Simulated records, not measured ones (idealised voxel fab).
This section sets out a process module, namely voxel air gaps.
This is section cut - it's 245 nm across, gridded in 5 nm square cells.
Cross-section = grid of square cells, listed top down in bands; band = one or more rows. Heads up on the band format: heights come first, top then bottom, in nm. After that it's the materials left to right, each with its width in nm. A single material flagged "edge to edge" fills the whole band edge to edge, and "blank" means there's empty space there. A quick word on heights: they are counted from 0, and under that level the wafer as it came to us is one material throughout. The lowest band is different from the rest in having no bottom; it simply continues downward, written as in "0 -> down". You'd read "30..40" like this: the band's top row of cells is as wide as the first number, its bottom row is as wide as the second, and going down, every row changes width by the same amount as the row before did. Step marked "no change"? Then no cell in the cross-section changed in it. The list in "Closed void listing" covers empty spaces of 8 cells or more that cannot reach the top through any open way, and it gives each as width x height at distance; the distance is from the left edge, and width, height and distance are in nm. Read whatever lies past the settings on a step's line as the simulator's own remark about the step. If you see "overlay nm" on a step's line and that step has a mask, it's telling you how far right of where it was planned the mask ended up; a negative number means it went left instead. If you're wondering how to read the rest of this, here's the deal. It's pairs of cross-sections: one from before a process step, one from after it. The after one is only drawn as far down as the lowest band that changed. Right under each pair you'll see which step sits between them and what its settings were. Don't read the pairs as one continuous story, though. They can come from different runs of this module on the same starting wafer, and a pair only carries on from the one above it where its entry headed "Snapshot before" says so.
[Snapshot before]
  0 -> down | Si edge to edge
  Closed void listing: none
[Post-Step Cross-Section]
  10 -> 0 | SiO2 edge to edge
  Below a height of 0, the structure has not been altered.
  Closed void listing: none
Step sandwiched between the two cross-sections above: op CONFORMAL_DEP | material SiO2 | thk nm 10
Snapshot before: same picture as after in the pair right above, so we don't repeat it.
[Post-Step Cross-Section]
  15 -> 10 | SiN edge to edge
  Below a height of 10, the structure has not been altered.
  Closed void listing: none
Step sandwiched between the two cross-sections above: op CONFORMAL_DEP | material SiN | thk nm 5
Snapshot before: same picture as after in the pair right above, so we don't repeat it.
[Post-Step Cross-Section]
  55 -> 15 | lowk edge to edge
  Below a height of 15, the structure has not been altered.
  Closed void listing: none
Step sandwiched between the two cross-sections above: op DIRECTIONAL_DEP | material lowk | thk nm 40
Snapshot before: same picture as after in the pair right above, so we don't repeat it.
[Post-Step Cross-Section]
  65 -> 55 | aC edge to edge
  Below a height of 55, the structure has not been altered.
  Closed void listing: none
Step sandwiched between the two cross-sections above: op DIRECTIONAL_DEP | material aC | thk nm 10
Snapshot before: same picture as after in the pair right above, so we don't repeat it.
[Post-Step Cross-Section]
  95 -> 65 | resist: 60, then blank: 25, then resist: 25, then blank: 25, then resist: 25, then blank: 25, then resist: 60
  Below a height of 65, the structure has not been altered.
  Closed void listing: none
Step sandwiched between the two cross-sections above: op PATTERN | tone open | mask id LINES | material resist | width nm 25 | pitch nm 50 | thk nm 30 | overlay nm 0
Snapshot before: same picture as after in the pair right above, so we don't repeat it.
[Post-Step Cross-Section]
  85 -> 65 | resist: 60, then blank: 25, then resist: 25, then blank: 25, then resist: 25, then blank: 25, then resist: 60
  65 -> 55 | aC: 60, then blank: 25, then aC: 25, then blank: 25, then aC: 25, then blank: 25, then aC: 60
  Below a height of 55, the structure has not been altered.
  Closed void listing: none
Step sandwiched between the two cross-sections above: op DIRECTIONAL_ETCH | etch materials aC | depth nm 10
Snapshot before: same picture as after in the pair right above, so we don't repeat it.
[Post-Step Cross-Section]
  65 -> 55 | aC: 60, then blank: 25, then aC: 25, then blank: 25, then aC: 25, then blank: 25, then aC: 60
  Below a height of 55, the structure has not been altered.
  Closed void listing: none
Step sandwiched between the two cross-sections above: op STRIP | etch materials resist
Snapshot before: same picture as after in the pair right above, so we don't repeat it.
[Post-Step Cross-Section]
  65 -> 55 | aC: 60, then blank: 25, then aC: 25, then blank: 25, then aC: 25, then blank: 25, then aC: 60
  55 -> 15 | lowk: 60, then blank: 25, then lowk: 25, then blank: 25, then lowk: 25, then blank: 25, then lowk: 60
  Below a height of 15, the structure has not been altered.
  Closed void listing: none
Step sandwiched between the two cross-sections above: op DIRECTIONAL_ETCH | etch materials lowk | depth nm 40
Snapshot before: same picture as after in the pair right above, so we don't repeat it.
[Post-Step Cross-Section]
  55 -> 15 | lowk: 60, then blank: 25, then lowk: 25, then blank: 25, then lowk: 25, then blank: 25, then lowk: 60
  Below a height of 15, the structure has not been altered.
  Closed void listing: none
Step sandwiched between the two cross-sections above: op STRIP | etch materials aC
Snapshot before: same picture as after in the pair right above, so we don't repeat it.
[Post-Step Cross-Section]
  60 -> 55 | TiN: 65, then blank: 15, then TiN: 35, then blank: 15, then TiN: 35, then blank: 15, then TiN: 65
  55 -> 20 | lowk: 60, then TiN: 5, then blank: 15, then TiN: 5, then lowk: 25, then TiN: 5, then blank: 15, then TiN: 5, then lowk: 25, then TiN: 5, then blank: 15, then TiN: 5, then lowk: 60
  20 -> 15 | lowk: 60, then TiN: 25, then lowk: 25, then TiN: 25, then lowk: 25, then TiN: 25, then lowk: 60
  Below a height of 15, the structure has not been altered.
  Closed void listing: none
Step sandwiched between the two cross-sections above: op CONFORMAL_DEP | material TiN | thk nm 5
Snapshot before: same picture as after in the pair right above, so we don't repeat it.
[Post-Step Cross-Section]
  65 -> 60 | Ru edge to edge
  60 -> 55 | TiN: 65, then Ru: 15, then TiN: 35, then Ru: 15, then TiN: 35, then Ru: 15, then TiN: 65
  55 -> 20 | lowk: 60, then TiN: 5, then Ru: 15, then TiN: 5, then lowk: 25, then TiN: 5, then Ru: 15, then TiN: 5, then lowk: 25, then TiN: 5, then Ru: 15, then TiN: 5, then lowk: 60
  Below a height of 20, the structure has not been altered.
  Closed void listing: none
Step sandwiched between the two cross-sections above: op FILL_DEP | material Ru | thk nm 5
Snapshot before: same picture as after in the pair right above, so we don't repeat it.
[Post-Step Cross-Section]
  55 -> 20 | lowk: 60, then TiN: 5, then Ru: 15, then TiN: 5, then lowk: 25, then TiN: 5, then Ru: 15, then TiN: 5, then lowk: 25, then TiN: 5, then Ru: 15, then TiN: 5, then lowk: 60
  Below a height of 20, the structure has not been altered.
  Closed void listing: none
Step sandwiched between the two cross-sections above: op CMP | height nm 55
Snapshot before: same picture as after in the pair right above, so we don't repeat it.
[Post-Step Cross-Section]
  65 -> 55 | blank: 50, then Ru: 45, then blank: 5, then Ru: 45, then blank: 5, then Ru: 45, then blank: 50
  Below a height of 55, the structure has not been altered.
  Closed void listing: none
Step sandwiched between the two cross-sections above: op EPI | material Ru | thk nm 10
Snapshot before: same picture as after in the pair right above, so we don't repeat it.
[Post-Step Cross-Section]
  65 -> 55 | blank: 50, then Ru: 45, then blank: 5, then Ru: 45, then blank: 5, then Ru: 45, then blank: 50
  55 -> 20 | blank: 60, then TiN: 5, then Ru: 15, then TiN: 5, then blank: 25, then TiN: 5, then Ru: 15, then TiN: 5, then blank: 25, then TiN: 5, then Ru: 15, then TiN: 5, then blank: 60
  20 -> 15 | blank: 60, then TiN: 25, then blank: 25, then TiN: 25, then blank: 25, then TiN: 25, then blank: 60
  Below a height of 15, the structure has not been altered.
  Closed void listing: none
Step sandwiched between the two cross-sections above: op SELECTIVE_ETCH | etch materials lowk | depth nm 50
Snapshot before: same picture as after in the pair right above, so we don't repeat it.
[Post-Step Cross-Section]
  70 -> 65 | blank: 45, then SiN: 155, then blank: 45
  65 -> 55 | blank: 45, then SiN: 5, then Ru: 45, then SiN: 5, then Ru: 45, then SiN: 5, then Ru: 45, then SiN: 5, then blank: 45
  55 -> 50 | blank: 45, then SiN: 15, then TiN: 5, then Ru: 15, then TiN: 5, then SiN: 25, then TiN: 5, then Ru: 15, then TiN: 5, then SiN: 25, then TiN: 5, then Ru: 15, then TiN: 5, then SiN: 15, then blank: 45
  50 -> 20 | blank: 55, then SiN: 5, then TiN: 5, then Ru: 15, then TiN: 5, then SiN: 5, then blank: 15, then SiN: 5, then TiN: 5, then Ru: 15, then TiN: 5, then SiN: 5, then blank: 15, then SiN: 5, then TiN: 5, then Ru: 15, then TiN: 5, then SiN: 5, then blank: 55
  20 -> 15 | SiN: 60, then TiN: 25, then SiN: 25, then TiN: 25, then SiN: 25, then TiN: 25, then SiN: 60
  Below a height of 15, the structure has not been altered.
  Closed void listing: 15 x 30 at 90; 15 x 30 at 140
Step sandwiched between the two cross-sections above: op CONFORMAL_DEP | material SiN | thk nm 5
[Snapshot before]
  65 -> 55 | blank: 50, then Ru: 45, then blank: 5, then Ru: 45, then blank: 5, then Ru: 45, then blank: 50
  55 -> 20 | lowk: 60, then TiN: 5, then Ru: 15, then TiN: 5, then lowk: 25, then TiN: 5, then Ru: 15, then TiN: 5, then lowk: 25, then TiN: 5, then Ru: 15, then TiN: 5, then lowk: 60
  20 -> 15 | lowk: 60, then TiN: 25, then lowk: 25, then TiN: 25, then lowk: 25, then TiN: 25, then lowk: 60
  15 -> 10 | SiN edge to edge
  10 -> 0 | SiO2 edge to edge
  0 -> down | Si edge to edge
  Closed void listing: none
[Post-Step Cross-Section]
  75 -> 55 | blank: 40, then Ru: 165, then blank: 40
  Below a height of 55, the structure has not been altered.
  Closed void listing: none
Step sandwiched between the two cross-sections above: op EPI | material Ru | thk nm 10
Snapshot before: same picture as after in the pair right above, so we don't repeat it.
[Post-Step Cross-Section]
  75 -> 55 | blank: 40, then Ru: 165, then blank: 40
  55 -> 20 | blank: 60, then TiN: 5, then Ru: 15, then TiN: 5, then lowk: 25, then TiN: 5, then Ru: 15, then TiN: 5, then lowk: 25, then TiN: 5, then Ru: 15, then TiN: 5, then blank: 60
  20 -> 15 | blank: 60, then TiN: 25, then lowk: 25, then TiN: 25, then lowk: 25, then TiN: 25, then blank: 60
  Below a height of 15, the structure has not been altered.
  Closed void listing: none
Step sandwiched between the two cross-sections above: op SELECTIVE_ETCH | etch materials lowk | depth nm 50
Snapshot before: same picture as after in the pair right above, so we don't repeat it.
[Post-Step Cross-Section]
  80 -> 75 | blank: 35, then SiN: 175, then blank: 35
  75 -> 55 | blank: 35, then SiN: 5, then Ru: 165, then SiN: 5, then blank: 35
  55 -> 50 | blank: 35, then SiN: 25, then TiN: 5, then Ru: 15, then TiN: 5, then lowk: 25, then TiN: 5, then Ru: 15, then TiN: 5, then lowk: 25, then TiN: 5, then Ru: 15, then TiN: 5, then SiN: 25, then blank: 35
  50 -> 20 | blank: 55, then SiN: 5, then TiN: 5, then Ru: 15, then TiN: 5, then lowk: 25, then TiN: 5, then Ru: 15, then TiN: 5, then lowk: 25, then TiN: 5, then Ru: 15, then TiN: 5, then SiN: 5, then blank: 55
  20 -> 15 | SiN: 60, then TiN: 25, then lowk: 25, then TiN: 25, then lowk: 25, then TiN: 25, then SiN: 60
  Below a height of 15, the structure has not been altered.
  Closed void listing: none
Step sandwiched between the two cross-sections above: op CONFORMAL_DEP | material SiN | thk nm 5
[Snapshot before]
  10 -> 0 | SiO2 edge to edge
  0 -> down | Si edge to edge
  Closed void listing: none
[Post-Step Cross-Section]
  50 -> 10 | lowk edge to edge
  Below a height of 10, the structure has not been altered.
  Closed void listing: none
Step sandwiched between the two cross-sections above: op DIRECTIONAL_DEP | material lowk | thk nm 40
Snapshot before: same picture as after in the pair right above, so we don't repeat it.
[Post-Step Cross-Section]
  55 -> 50 | SiN edge to edge
  Below a height of 50, the structure has not been altered.
  Closed void listing: none
Step sandwiched between the two cross-sections above: op CONFORMAL_DEP | material SiN | thk nm 5
Snapshot before: same picture as after in the pair right above, so we don't repeat it.
[Post-Step Cross-Section]
  65 -> 55 | aC edge to edge
  Below a height of 55, the structure has not been altered.
  Closed void listing: none
Step sandwiched between the two cross-sections above: op DIRECTIONAL_DEP | material aC | thk nm 10
Snapshot before: same picture as after in the pair right above, so we don't repeat it.
[Post-Step Cross-Section]
  95 -> 65 | resist: 60, then blank: 25, then resist: 25, then blank: 25, then resist: 25, then blank: 25, then resist: 60
  Below a height of 65, the structure has not been altered.
  Closed void listing: none
Step sandwiched between the two cross-sections above: op PATTERN | tone open | mask id LINES | material resist | width nm 25 | pitch nm 50 | thk nm 30 | overlay nm 0
Snapshot before: same picture as after in the pair right above, so we don't repeat it.
[Post-Step Cross-Section]
  85 -> 65 | resist: 60, then blank: 25, then resist: 25, then blank: 25, then resist: 25, then blank: 25, then resist: 60
  65 -> 55 | aC: 60, then blank: 25, then aC: 25, then blank: 25, then aC: 25, then blank: 25, then aC: 60
  Below a height of 55, the structure has not been altered.
  Closed void listing: none
Step sandwiched between the two cross-sections above: op DIRECTIONAL_ETCH | etch materials aC | depth nm 10
Snapshot before: same picture as after in the pair right above, so we don't repeat it.
[Post-Step Cross-Section]
  65 -> 55 | aC: 60, then blank: 25, then aC: 25, then blank: 25, then aC: 25, then blank: 25, then aC: 60
  Below a height of 55, the structure has not been altered.
  Closed void listing: none
Step sandwiched between the two cross-sections above: op STRIP | etch materials resist
Snapshot before: same picture as after in the pair right above, so we don't repeat it.
[Post-Step Cross-Section]
  55 -> 50 | SiN edge to edge
  Below a height of 50, the structure has not been altered.
  Closed void listing: none
Step sandwiched between the two cross-sections above: op STRIP | etch materials aC
Snapshot before: same picture as after in the pair right above, so we don't repeat it.
[Post-Step Cross-Section]
  60 -> 55 | TiN edge to edge
  Below a height of 55, the structure has not been altered.
  Closed void listing: none
Step sandwiched between the two cross-sections above: op CONFORMAL_DEP | material TiN | thk nm 5
Snapshot before: same picture as after in the pair right above, so we don't repeat it.
[Post-Step Cross-Section]
  65 -> 60 | Ru edge to edge
  Below a height of 60, the structure has not been altered.
  Closed void listing: none
Step sandwiched between the two cross-sections above: op FILL_DEP | material Ru | thk nm 5
Snapshot before: same picture as after in the pair right above, so we don't repeat it.
[Post-Step Cross-Section]
  55 -> 50 | SiN edge to edge
  Below a height of 50, the structure has not been altered.
  Closed void listing: none
Step sandwiched between the two cross-sections above: op CMP | height nm 55
Snapshot before: same picture as after in the pair right above, so we don't repeat it.
[Post-Step Cross-Section]
  60 -> 50 | SiN edge to edge
  Below a height of 50, the structure has not been altered.
  Closed void listing: none
Step sandwiched between the two cross-sections above: op CONFORMAL_DEP | material SiN | thk nm 5
[Snapshot before]
  65 -> 60 | Ru edge to edge
  60 -> 55 | TiN: 65, then Ru: 15, then TiN: 35, then Ru: 15, then TiN: 35, then Ru: 15, then TiN: 65
  55 -> 20 | lowk: 60, then TiN: 5, then Ru: 15, then TiN: 5, then lowk: 25, then TiN: 5, then Ru: 15, then TiN: 5, then lowk: 25, then TiN: 5, then Ru: 15, then TiN: 5, then lowk: 60
  20 -> 15 | lowk: 60, then TiN: 25, then lowk: 25, then TiN: 25, then lowk: 25, then TiN: 25, then lowk: 60
  15 -> 10 | SiN edge to edge
  10 -> 0 | SiO2 edge to edge
  0 -> down | Si edge to edge
  Closed void listing: none
[Post-Step Cross-Section]
  60 -> 55 | TiN: 65, then Ru: 15, then TiN: 35, then Ru: 15, then TiN: 35, then Ru: 15, then TiN: 65
  Below a height of 55, the structure has not been altered.
  Closed void listing: none
Step sandwiched between the two cross-sections above: op CMP | height nm 60
Snapshot before: same picture as after in the pair right above, so we don't repeat it.
[Post-Step Cross-Section]
  70 -> 60 | Ru edge to edge
  Below a height of 60, the structure has not been altered.
  Closed void listing: none
Step sandwiched between the two cross-sections above: op EPI | material Ru | thk nm 10
Snapshot before: same picture as after in the pair right above, so we don't repeat it.
[Post-Step Cross-Section]
  75 -> 70 | SiN edge to edge
  Below a height of 70, the structure has not been altered.
  Closed void listing: none
Step sandwiched between the two cross-sections above: op CONFORMAL_DEP | material SiN | thk nm 5
[Snapshot before]
  65 -> 55 | aC edge to edge
  55 -> 15 | lowk edge to edge
  15 -> 10 | SiN edge to edge
  10 -> 0 | SiO2 edge to edge
  0 -> down | Si edge to edge
  Closed void listing: none
[Post-Step Cross-Section]
  95 -> 65 | resist: 65, then blank: 15, then resist: 35, then blank: 15, then resist: 35, then blank: 15, then resist: 65
  Below a height of 65, the structure has not been altered.
  Closed void listing: none
Step sandwiched between the two cross-sections above: op PATTERN | tone open | mask id LINES | material resist | width nm 15 | pitch nm 50 | thk nm 30 | overlay nm 0
Snapshot before: same picture as after in the pair right above, so we don't repeat it.
[Post-Step Cross-Section]
  85 -> 65 | resist: 65, then blank: 15, then resist: 35, then blank: 15, then resist: 35, then blank: 15, then resist: 65
  65 -> 55 | aC: 65, then blank: 15, then aC: 35, then blank: 15, then aC: 35, then blank: 15, then aC: 65
  Below a height of 55, the structure has not been altered.
  Closed void listing: none
Step sandwiched between the two cross-sections above: op DIRECTIONAL_ETCH | etch materials aC | depth nm 10
Snapshot before: same picture as after in the pair right above, so we don't repeat it.
[Post-Step Cross-Section]
  65 -> 55 | aC: 65, then blank: 15, then aC: 35, then blank: 15, then aC: 35, then blank: 15, then aC: 65
  Below a height of 55, the structure has not been altered.
  Closed void listing: none
Step sandwiched between the two cross-sections above: op STRIP | etch materials resist
Snapshot before: same picture as after in the pair right above, so we don't repeat it.
[Post-Step Cross-Section]
  65 -> 55 | aC: 65, then blank: 15, then aC: 35, then blank: 15, then aC: 35, then blank: 15, then aC: 65
  55 -> 15 | lowk: 65, then blank: 15, then lowk: 35, then blank: 15, then lowk: 35, then blank: 15, then lowk: 65
  Below a height of 15, the structure has not been altered.
  Closed void listing: none
Step sandwiched between the two cross-sections above: op DIRECTIONAL_ETCH | etch materials lowk | depth nm 40
Snapshot before: same picture as after in the pair right above, so we don't repeat it.
[Post-Step Cross-Section]
  55 -> 15 | lowk: 65, then blank: 15, then lowk: 35, then blank: 15, then lowk: 35, then blank: 15, then lowk: 65
  Below a height of 15, the structure has not been altered.
  Closed void listing: none
Step sandwiched between the two cross-sections above: op STRIP | etch materials aC
Snapshot before: same picture as after in the pair right above, so we don't repeat it.
[Post-Step Cross-Section]
  60 -> 55 | TiN: 70, then blank: 5, then TiN: 45, then blank: 5, then TiN: 45, then blank: 5, then TiN: 70
  55 -> 20 | lowk: 65, then TiN: 5, then blank: 5, then TiN: 5, then lowk: 35, then TiN: 5, then blank: 5, then TiN: 5, then lowk: 35, then TiN: 5, then blank: 5, then TiN: 5, then lowk: 65
  20 -> 15 | lowk: 65, then TiN: 15, then lowk: 35, then TiN: 15, then lowk: 35, then TiN: 15, then lowk: 65
  Below a height of 15, the structure has not been altered.
  Closed void listing: none
Step sandwiched between the two cross-sections above: op CONFORMAL_DEP | material TiN | thk nm 5
Snapshot before: same picture as after in the pair right above, so we don't repeat it.
[Post-Step Cross-Section]
  65 -> 60 | Ru edge to edge
  60 -> 55 | TiN: 70, then Ru: 5, then TiN: 45, then Ru: 5, then TiN: 45, then Ru: 5, then TiN: 70
  55 -> 20 | lowk: 65, then TiN: 5, then Ru: 5, then TiN: 5, then lowk: 35, then TiN: 5, then Ru: 5, then TiN: 5, then lowk: 35, then TiN: 5, then Ru: 5, then TiN: 5, then lowk: 65
  Below a height of 20, the structure has not been altered.
  Closed void listing: none
Step sandwiched between the two cross-sections above: op FILL_DEP | material Ru | thk nm 5
Snapshot before: same picture as after in the pair right above, so we don't repeat it.
[Post-Step Cross-Section]
  55 -> 20 | lowk: 65, then TiN: 5, then Ru: 5, then TiN: 5, then lowk: 35, then TiN: 5, then Ru: 5, then TiN: 5, then lowk: 35, then TiN: 5, then Ru: 5, then TiN: 5, then lowk: 65
  Below a height of 20, the structure has not been altered.
  Closed void listing: none
Step sandwiched between the two cross-sections above: op CMP | height nm 55
Snapshot before: same picture as after in the pair right above, so we don't repeat it.
[Post-Step Cross-Section]
  65 -> 55 | blank: 55, then Ru: 35, then blank: 15, then Ru: 35, then blank: 15, then Ru: 35, then blank: 55
  Below a height of 55, the structure has not been altered.
  Closed void listing: none
Step sandwiched between the two cross-sections above: op EPI | material Ru | thk nm 10
Snapshot before: same picture as after in the pair right above, so we don't repeat it.
[Post-Step Cross-Section]
  65 -> 55 | blank: 55, then Ru: 35, then blank: 15, then Ru: 35, then blank: 15, then Ru: 35, then blank: 55
  55 -> 20 | blank: 65, then TiN: 5, then Ru: 5, then TiN: 5, then blank: 35, then TiN: 5, then Ru: 5, then TiN: 5, then blank: 35, then TiN: 5, then Ru: 5, then TiN: 5, then blank: 65
  20 -> 15 | blank: 65, then TiN: 15, then blank: 35, then TiN: 15, then blank: 35, then TiN: 15, then blank: 65
  Below a height of 15, the structure has not been altered.
  Closed void listing: none
Step sandwiched between the two cross-sections above: op SELECTIVE_ETCH | etch materials lowk | depth nm 50
Snapshot before: same picture as after in the pair right above, so we don't repeat it.
[Post-Step Cross-Section]
  70 -> 65 | blank: 50, then SiN: 45, then blank: 5, then SiN: 45, then blank: 5, then SiN: 45, then blank: 50
  65 -> 55 | blank: 50, then SiN: 5, then Ru: 35, then SiN: 5, then blank: 5, then SiN: 5, then Ru: 35, then SiN: 5, then blank: 5, then SiN: 5, then Ru: 35, then SiN: 5, then blank: 50
  55 -> 50 | blank: 50, then SiN: 15, then TiN: 5, then Ru: 5, then TiN: 5, then SiN: 15, then blank: 5, then SiN: 15, then TiN: 5, then Ru: 5, then TiN: 5, then SiN: 15, then blank: 5, then SiN: 15, then TiN: 5, then Ru: 5, then TiN: 5, then SiN: 15, then blank: 50
  50 -> 20 | blank: 60, then SiN: 5, then TiN: 5, then Ru: 5, then TiN: 5, then SiN: 5, then blank: 25, then SiN: 5, then TiN: 5, then Ru: 5, then TiN: 5, then SiN: 5, then blank: 25, then SiN: 5, then TiN: 5, then Ru: 5, then TiN: 5, then SiN: 5, then blank: 60
  20 -> 15 | SiN: 65, then TiN: 15, then SiN: 35, then TiN: 15, then SiN: 35, then TiN: 15, then SiN: 65
  Below a height of 15, the structure has not been altered.
  Closed void listing: none
Step sandwiched between the two cross-sections above: op CONFORMAL_DEP | material SiN | thk nm 5
[Snapshot before]
  65 -> 55 | aC edge to edge
  55 -> 15 | lowk edge to edge
  15 -> 10 | SiN edge to edge
  10 -> 0 | SiO2 edge to edge
  0 -> down | Si edge to edge
  Closed void listing: none
[Post-Step Cross-Section]
  95 -> 65 | resist: 55, then blank: 25, then resist: 25, then blank: 25, then resist: 25, then blank: 25, then resist: 65
  Below a height of 65, the structure has not been altered.
  Closed void listing: none
Step sandwiched between the two cross-sections above: op PATTERN | tone open | mask id LINES | material resist | width nm 25 | pitch nm 50 | thk nm 30 | overlay nm -5
Snapshot before: same picture as after in the pair right above, so we don't repeat it.
[Post-Step Cross-Section]
  85 -> 65 | resist: 55, then blank: 25, then resist: 25, then blank: 25, then resist: 25, then blank: 25, then resist: 65
  65 -> 55 | aC: 55, then blank: 25, then aC: 25, then blank: 25, then aC: 25, then blank: 25, then aC: 65
  Below a height of 55, the structure has not been altered.
  Closed void listing: none
Step sandwiched between the two cross-sections above: op DIRECTIONAL_ETCH | etch materials aC | depth nm 10
Snapshot before: same picture as after in the pair right above, so we don't repeat it.
[Post-Step Cross-Section]
  65 -> 55 | aC: 55, then blank: 25, then aC: 25, then blank: 25, then aC: 25, then blank: 25, then aC: 65
  Below a height of 55, the structure has not been altered.
  Closed void listing: none
Step sandwiched between the two cross-sections above: op STRIP | etch materials resist
Snapshot before: same picture as after in the pair right above, so we don't repeat it.
[Post-Step Cross-Section]
  65 -> 55 | aC: 55, then blank: 25, then aC: 25, then blank: 25, then aC: 25, then blank: 25, then aC: 65
  55 -> 15 | lowk: 55, then blank: 25, then lowk: 25, then blank: 25, then lowk: 25, then blank: 25, then lowk: 65
  Below a height of 15, the structure has not been altered.
  Closed void listing: none
Step sandwiched between the two cross-sections above: op DIRECTIONAL_ETCH | etch materials lowk | depth nm 40
Snapshot before: same picture as after in the pair right above, so we don't repeat it.
[Post-Step Cross-Section]
  55 -> 15 | lowk: 55, then blank: 25, then lowk: 25, then blank: 25, then lowk: 25, then blank: 25, then lowk: 65
  Below a height of 15, the structure has not been altered.
  Closed void listing: none
Step sandwiched between the two cross-sections above: op STRIP | etch materials aC
Snapshot before: same picture as after in the pair right above, so we don't repeat it.
[Post-Step Cross-Section]
  60 -> 55 | TiN: 60, then blank: 15, then TiN: 35, then blank: 15, then TiN: 35, then blank: 15, then TiN: 70
  55 -> 20 | lowk: 55, then TiN: 5, then blank: 15, then TiN: 5, then lowk: 25, then TiN: 5, then blank: 15, then TiN: 5, then lowk: 25, then TiN: 5, then blank: 15, then TiN: 5, then lowk: 65
  20 -> 15 | lowk: 55, then TiN: 25, then lowk: 25, then TiN: 25, then lowk: 25, then TiN: 25, then lowk: 65
  Below a height of 15, the structure has not been altered.
  Closed void listing: none
Step sandwiched between the two cross-sections above: op CONFORMAL_DEP | material TiN | thk nm 5
Snapshot before: same picture as after in the pair right above, so we don't repeat it.
[Post-Step Cross-Section]
  65 -> 60 | Ru edge to edge
  60 -> 55 | TiN: 60, then Ru: 15, then TiN: 35, then Ru: 15, then TiN: 35, then Ru: 15, then TiN: 70
  55 -> 20 | lowk: 55, then TiN: 5, then Ru: 15, then TiN: 5, then lowk: 25, then TiN: 5, then Ru: 15, then TiN: 5, then lowk: 25, then TiN: 5, then Ru: 15, then TiN: 5, then lowk: 65
  Below a height of 20, the structure has not been altered.
  Closed void listing: none
Step sandwiched between the two cross-sections above: op FILL_DEP | material Ru | thk nm 5
Snapshot before: same picture as after in the pair right above, so we don't repeat it.
[Post-Step Cross-Section]
  55 -> 20 | lowk: 55, then TiN: 5, then Ru: 15, then TiN: 5, then lowk: 25, then TiN: 5, then Ru: 15, then TiN: 5, then lowk: 25, then TiN: 5, then Ru: 15, then TiN: 5, then lowk: 65
  Below a height of 20, the structure has not been altered.
  Closed void listing: none
Step sandwiched between the two cross-sections above: op CMP | height nm 55
Snapshot before: same picture as after in the pair right above, so we don't repeat it.
[Post-Step Cross-Section]
  65 -> 55 | blank: 45, then Ru: 45, then blank: 5, then Ru: 45, then blank: 5, then Ru: 45, then blank: 55
  Below a height of 55, the structure has not been altered.
  Closed void listing: none
Step sandwiched between the two cross-sections above: op EPI | material Ru | thk nm 10
Snapshot before: same picture as after in the pair right above, so we don't repeat it.
[Post-Step Cross-Section]
  65 -> 55 | blank: 45, then Ru: 45, then blank: 5, then Ru: 45, then blank: 5, then Ru: 45, then blank: 55
  55 -> 20 | blank: 55, then TiN: 5, then Ru: 15, then TiN: 5, then blank: 25, then TiN: 5, then Ru: 15, then TiN: 5, then blank: 25, then TiN: 5, then Ru: 15, then TiN: 5, then blank: 65
  20 -> 15 | blank: 55, then TiN: 25, then blank: 25, then TiN: 25, then blank: 25, then TiN: 25, then blank: 65
  Below a height of 15, the structure has not been altered.
  Closed void listing: none
Step sandwiched between the two cross-sections above: op SELECTIVE_ETCH | etch materials lowk | depth nm 50
Snapshot before: same picture as after in the pair right above, so we don't repeat it.
[Post-Step Cross-Section]
  70 -> 65 | blank: 40, then SiN: 155, then blank: 50
  65 -> 55 | blank: 40, then SiN: 5, then Ru: 45, then SiN: 5, then Ru: 45, then SiN: 5, then Ru: 45, then SiN: 5, then blank: 50
  55 -> 50 | blank: 40, then SiN: 15, then TiN: 5, then Ru: 15, then TiN: 5, then SiN: 25, then TiN: 5, then Ru: 15, then TiN: 5, then SiN: 25, then TiN: 5, then Ru: 15, then TiN: 5, then SiN: 15, then blank: 50
  50 -> 20 | blank: 50, then SiN: 5, then TiN: 5, then Ru: 15, then TiN: 5, then SiN: 5, then blank: 15, then SiN: 5, then TiN: 5, then Ru: 15, then TiN: 5, then SiN: 5, then blank: 15, then SiN: 5, then TiN: 5, then Ru: 15, then TiN: 5, then SiN: 5, then blank: 60
  20 -> 15 | SiN: 55, then TiN: 25, then SiN: 25, then TiN: 25, then SiN: 25, then TiN: 25, then SiN: 65
  Below a height of 15, the structure has not been altered.
  Closed void listing: 15 x 30 at 85; 15 x 30 at 135
Step sandwiched between the two cross-sections above: op CONFORMAL_DEP | material SiN | thk nm 5
[Snapshot before]
  60 -> 55 | TiN: 65, then blank: 15, then TiN: 35, then blank: 15, then TiN: 35, then blank: 15, then TiN: 65
  55 -> 20 | lowk: 60, then TiN: 5, then blank: 15, then TiN: 5, then lowk: 25, then TiN: 5, then blank: 15, then TiN: 5, then lowk: 25, then TiN: 5, then blank: 15, then TiN: 5, then lowk: 60
  20 -> 15 | lowk: 60, then TiN: 25, then lowk: 25, then TiN: 25, then lowk: 25, then TiN: 25, then lowk: 60
  15 -> 10 | SiN edge to edge
  10 -> 0 | SiO2 edge to edge
  0 -> down | Si edge to edge
  Closed void listing: none
[Post-Step Cross-Section]
  65 -> 60 | aC edge to edge
  60 -> 55 | TiN: 65, then aC: 15, then TiN: 35, then aC: 15, then TiN: 35, then aC: 15, then TiN: 65
  55 -> 20 | lowk: 60, then TiN: 5, then aC: 15, then TiN: 5, then lowk: 25, then TiN: 5, then aC: 15, then TiN: 5, then lowk: 25, then TiN: 5, then aC: 15, then TiN: 5, then lowk: 60
  Below a height of 20, the structure has not been altered.
  Closed void listing: none
Step sandwiched between the two cross-sections above: op FILL_DEP | material aC | thk nm 5
Snapshot before: same picture as after in the pair right above, so we don't repeat it.
[Post-Step Cross-Section]
  55 -> 20 | lowk: 60, then TiN: 5, then aC: 15, then TiN: 5, then lowk: 25, then TiN: 5, then aC: 15, then TiN: 5, then lowk: 25, then TiN: 5, then aC: 15, then TiN: 5, then lowk: 60
  Below a height of 20, the structure has not been altered.
  Closed void listing: none
Step sandwiched between the two cross-sections above: op CMP | height nm 55
Snapshot before: same picture as after in the pair right above, so we don't repeat it.
[Post-Step Cross-Section]
  65 -> 55 | blank: 50, then Ru: 45, then blank: 5, then Ru: 45, then blank: 5, then Ru: 45, then blank: 50
  Below a height of 55, the structure has not been altered.
  Closed void listing: none
Step sandwiched between the two cross-sections above: op EPI | material Ru | thk nm 10
Snapshot before: same picture as after in the pair right above, so we don't repeat it.
[Post-Step Cross-Section]
  65 -> 55 | blank: 50, then Ru: 45, then blank: 5, then Ru: 45, then blank: 5, then Ru: 45, then blank: 50
  55 -> 20 | blank: 60, then TiN: 5, then aC: 15, then TiN: 5, then blank: 25, then TiN: 5, then aC: 15, then TiN: 5, then blank: 25, then TiN: 5, then aC: 15, then TiN: 5, then blank: 60
  20 -> 15 | blank: 60, then TiN: 25, then blank: 25, then TiN: 25, then blank: 25, then TiN: 25, then blank: 60
  Below a height of 15, the structure has not been altered.
  Closed void listing: none
Step sandwiched between the two cross-sections above: op SELECTIVE_ETCH | etch materials lowk | depth nm 50
